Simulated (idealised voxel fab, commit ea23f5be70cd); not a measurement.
Process module in this document: voxel self aligned vias
Pictured: cross-section cut, 185 nm wide, on a grid of 5 nm square cells.
A cross-section is written here as square cells arranged in a grid, and it is given in bands from the top down, each band taking up one or more rows of cells. First you get the band's top height and its bottom height, in nm, and then the materials it's made of, left to right, with each width in nm. If you see a single material with "throughout", that one covers the band edge to edge. "blank" is empty space. The reference from which all heights are counted is 0, the level beneath which the as-received wafer is entirely one material; the lowest band, having no lower bound, proceeds downward and is written after the example "0 and below". So if you see something like "30->40" for the width, read it as the top row of the band sitting at the first number and the bottom row at the second, with every row in between moving by the same amount as the last. Key: "left unchanged" - step with no changed cell in the cross-section. Empty spaces without an open route to the top, at least 8 cells in extent, make up the entry "Tabulated closed voids"; each is given as width x height at distance, where the distance is measured from the left edge, and all are in nm. Where a step's line continues beyond its settings, the continuation is a remark by the simulator itself on that step. A step line may carry the setting "overlay nm", which, for steps involving a mask, states the distance by which the mask lay to the right of its intended position; negative values denote displacement to the left.

The process steps that were planned are listed below
- 1: RECEIVE, material Si
- 2: CONFORMAL_DEP, material SiO2, thk nm 10
- 3: CONFORMAL_DEP, material SiCN, thk nm 5
- 4: DIRECTIONAL_DEP, material SiO2, thk nm 25
- 5: MASKED_ETCH, tone open, mask id LINES, width nm 20, pitch nm 70, etch materials SiO2, depth nm 25, overlay nm 0
- 6: CONFORMAL_DEP, material TiN, thk nm 5
- 7: FILL_DEP, material Ru, thk nm 10
- 8: CMP, height nm 40
- 9: SELECTIVE_ETCH, etch materials W Ru TiN, depth nm 10
- 10: FILL_DEP, material SiN, thk nm 10
- 11: CMP, height nm 40
- 12: DIRECTIONAL_DEP, material SiO2, thk nm 15
- 13: DIRECTIONAL_DEP, material aC, thk nm 10
- 14: PATTERN, tone open, mask id VIAS, material resist, width nm 40, pitch nm 70, thk nm 25, overlay nm 0
- 15: DIRECTIONAL_ETCH, etch materials aC, depth nm 10
- 16: STRIP, etch materials resist
- 17: DIRECTIONAL_ETCH, etch materials SiO2, depth nm 15
- 18: DIRECTIONAL_ETCH, etch materials SiN, depth nm 10
- 19: STRIP, etch materials aC
- 20: CONFORMAL_DEP, material TiN, thk nm 5
- 21: FILL_DEP, material Ru, thk nm 5
- 22: CMP, height nm 55
- 23: CONFORMAL_DEP, material SiN, thk nm 5

So, the first of our two wafers, run just as we planned it

Wafer cross-section on receipt, i.e. after step 1
- 0 and below: Si throughout
- Tabulated closed voids: none

Sectional view: wafer, after step 2
- 10 down to 0: SiO2 throughout
- Everything under 0 stays put, no change at all.

Sectional view: wafer, after step 3
- 15 down to 10: SiCN throughout
- Everything under 10 stays put, no change at all.

Sectional view: wafer, after step 4
- 40 down to 15: SiO2 throughout
- Everything under 15 stays put, no change at all.

Sectional view: wafer, after step 5
- 40 down to 15: SiO2 45 / blank 20 / SiO2 50 / blank 20 / SiO2 50
- Everything under 15 stays put, no change at all.

Sectional view: wafer, after step 6
- 45 down to 40: TiN 50 / blank 10 / TiN 60 / blank 10 / TiN 55
- 40 down to 20: SiO2 45 / TiN 5 / blank 10 / TiN 5 / SiO2 50 / TiN 5 / blank 10 / TiN 5 / SiO2 50
- 20 down to 15: SiO2 45 / TiN 20 / SiO2 50 / TiN 20 / SiO2 50
- Everything under 15 stays put, no change at all.

Sectional view: wafer, after step 7
- 55 down to 45: Ru throughout
- 45 down to 40: TiN 50 / Ru 10 / TiN 60 / Ru 10 / TiN 55
- 40 down to 20: SiO2 45 / TiN 5 / Ru 10 / TiN 5 / SiO2 50 / TiN 5 / Ru 10 / TiN 5 / SiO2 50
- Everything under 20 stays put, no change at all.

Sectional view: wafer, after step 8
- 40 down to 20: SiO2 45 / TiN 5 / Ru 10 / TiN 5 / SiO2 50 / TiN 5 / Ru 10 / TiN 5 / SiO2 50
- Everything under 20 stays put, no change at all.

Sectional view: wafer, after step 9
- 40 down to 30: SiO2 45 / blank 20 / SiO2 50 / blank 20 / SiO2 50
- Everything under 30 stays put, no change at all.

Sectional view: wafer, after step 10
- 50 down to 40: SiN throughout
- 40 down to 30: SiO2 45 / SiN 20 / SiO2 50 / SiN 20 / SiO2 50
- Everything under 30 stays put, no change at all.

Sectional view: wafer, after step 11
- 40 down to 30: SiO2 45 / SiN 20 / SiO2 50 / SiN 20 / SiO2 50
- Everything under 30 stays put, no change at all.

Sectional view: wafer, after step 12
- 55 down to 40: SiO2 throughout
- Everything under 40 stays put, no change at all.

Sectional view: wafer, after step 13
- 65 down to 55: aC throughout
- Everything under 55 stays put, no change at all.

Sectional view: wafer, after step 14
- 90 down to 65: resist 35 / blank 40 / resist 30 / blank 40 / resist 40
- Everything under 65 stays put, no change at all.

Sectional view: wafer, after step 15
- 80 down to 65: resist 35 / blank 40 / resist 30 / blank 40 / resist 40
- 65 down to 55: aC 35 / blank 40 / aC 30 / blank 40 / aC 40
- Everything under 55 stays put, no change at all.

Sectional view: wafer, after step 16
- 65 down to 55: aC 35 / blank 40 / aC 30 / blank 40 / aC 40
- Everything under 55 stays put, no change at all.

Sectional view: wafer, after step 17
- 65 down to 55: aC 35 / blank 40 / aC 30 / blank 40 / aC 40
- 55 down to 40: SiO2 35 / blank 40 / SiO2 30 / blank 40 / SiO2 40
- Everything under 40 stays put, no change at all.

Sectional view: wafer, after step 18
- 65 down to 55: aC 35 / blank 40 / aC 30 / blank 40 / aC 40
- 55 down to 40: SiO2 35 / blank 40 / SiO2 30 / blank 40 / SiO2 40
- 40 down to 30: SiO2 45 / blank 20 / SiO2 50 / blank 20 / SiO2 50
- Everything under 30 stays put, no change at all.

Sectional view: wafer, after step 19
- 55 down to 40: SiO2 35 / blank 40 / SiO2 30 / blank 40 / SiO2 40
- Everything under 40 stays put, no change at all.

Sectional view: wafer, after step 20
- 60 down to 55: TiN 40 / blank 30 / TiN 40 / blank 30 / TiN 45
- 55 down to 45: SiO2 35 / TiN 5 / blank 30 / TiN 5 / SiO2 30 / TiN 5 / blank 30 / TiN 5 / SiO2 40
- 45 down to 35: SiO2 35->45 / TiN 15->5 / blank 10 / TiN 15->5 / SiO2 30->50 / TiN 15->5 / blank 10 / TiN 15->5 / SiO2 40->50
- 35 down to 30: SiO2 45 / TiN 20 / SiO2 50 / TiN 20 / SiO2 50
- Everything under 30 stays put, no change at all.

Sectional view: wafer, after step 21
- 65 down to 60: Ru throughout
- 60 down to 55: TiN 40 / Ru 30 / TiN 40 / Ru 30 / TiN 45
- 55 down to 45: SiO2 35 / TiN 5 / Ru 30 / TiN 5 / SiO2 30 / TiN 5 / Ru 30 / TiN 5 / SiO2 40
- 45 down to 35: SiO2 35->45 / TiN 15->5 / Ru 10 / TiN 15->5 / SiO2 30->50 / TiN 15->5 / Ru 10 / TiN 15->5 / SiO2 40->50
- Everything under 35 stays put, no change at all.

Sectional view: wafer, after step 22
- 55 down to 45: SiO2 35 / TiN 5 / Ru 30 / TiN 5 / SiO2 30 / TiN 5 / Ru 30 / TiN 5 / SiO2 40
- Everything under 45 stays put, no change at all.

Sectional view: wafer, after step 23
- 60 down to 55: SiN throughout
- Everything under 55 stays put, no change at all.

Wafer two. Identical start, identical plan. One mistake in execution. Identical history through step 13

Here is the second wafer in cross-section at the point where step 14 of the plan should have been done
- 90 down to 65: resist 40 / blank 35 / resist 35 / blank 35 / resist 40
- Everything under 65 stays put, no change at all.

Here is the second wafer in cross-section at the point where step 15 of the plan should have been done
- 80 down to 65: resist 40 / blank 35 / resist 35 / blank 35 / resist 40
- 65 down to 55: aC 40 / blank 35 / aC 35 / blank 35 / aC 40
- Everything under 55 stays put, no change at all.

Here is the second wafer in cross-section at the point where step 16 of the plan should have been done
- 65 down to 55: aC 40 / blank 35 / aC 35 / blank 35 / aC 40
- Everything under 55 stays put, no change at all.

Here is the second wafer in cross-section at the point where step 17 of the plan should have been done
- 65 down to 55: aC 40 / blank 35 / aC 35 / blank 35 / aC 40
- 55 down to 40: SiO2 40 / blank 35 / SiO2 35 / blank 35 / SiO2 40
- Everything under 40 stays put, no change at all.

Here is the second wafer in cross-section at the point where step 18 of the plan should have been done
- 65 down to 55: aC 40 / blank 35 / aC 35 / blank 35 / aC 40
- 55 down to 40: SiO2 40 / blank 35 / SiO2 35 / blank 35 / SiO2 40
- 40 down to 30: SiO2 45 / blank 20 / SiO2 50 / blank 20 / SiO2 50
- Everything under 30 stays put, no change at all.

Here is the second wafer in cross-section at the point where step 19 of the plan should have been done
- 55 down to 40: SiO2 40 / blank 35 / SiO2 35 / blank 35 / SiO2 40
- Everything under 40 stays put, no change at all.

Here is the second wafer in cross-section at the point where step 20 of the plan should have been done
- 60 down to 55: TiN 45 / blank 25 / TiN 45 / blank 25 / TiN 45
- 55 down to 45: SiO2 40 / TiN 5 / blank 25 / TiN 5 / SiO2 35 / TiN 5 / blank 25 / TiN 5 / SiO2 40
- 45 down to 35: SiO2 40->45 / TiN 10->5 / blank 10 / TiN 15->5 / SiO2 35->50 / TiN 10->5 / blank 10 / TiN 15->5 / SiO2 40->50
- 35 down to 30: SiO2 45 / TiN 20 / SiO2 50 / TiN 20 / SiO2 50
- Everything under 30 stays put, no change at all.

Here is the second wafer in cross-section at the point where step 21 of the plan should have been done
- 65 down to 60: Ru throughout
- 60 down to 55: TiN 45 / Ru 25 / TiN 45 / Ru 25 / TiN 45
- 55 down to 45: SiO2 40 / TiN 5 / Ru 25 / TiN 5 / SiO2 35 / TiN 5 / Ru 25 / TiN 5 / SiO2 40
- 45 down to 35: SiO2 40->45 / TiN 10->5 / Ru 10 / TiN 15->5 / SiO2 35->50 / TiN 10->5 / Ru 10 / TiN 15->5 / SiO2 40->50
- Everything under 35 stays put, no change at all.

Here is the second wafer in cross-section at the point where step 22 of the plan should have been done
- 55 down to 45: SiO2 40 / TiN 5 / Ru 25 / TiN 5 / SiO2 35 / TiN 5 / Ru 25 / TiN 5 / SiO2 40
- Everything under 45 stays put, no change at all.

Here is the second wafer in cross-section at the point where step 23 of the plan should have been done
- 60 down to 55: SiN throughout
- Everything under 55 stays put, no change at all.
Heads up, the wafer didn't run the way we planned it: heads up, step 14 didn't go per plan, it actually ran as PATTERN, tone open, mask id VIAS, material resist, width nm 35, pitch nm 70, thk nm 25, overlay nm 0
Bottom line after processing is that, in cells, the second wafer is up or down on some materials versus the first: Ru: 4 fewer, SiO2: 6 more, TiN: 2 fewer
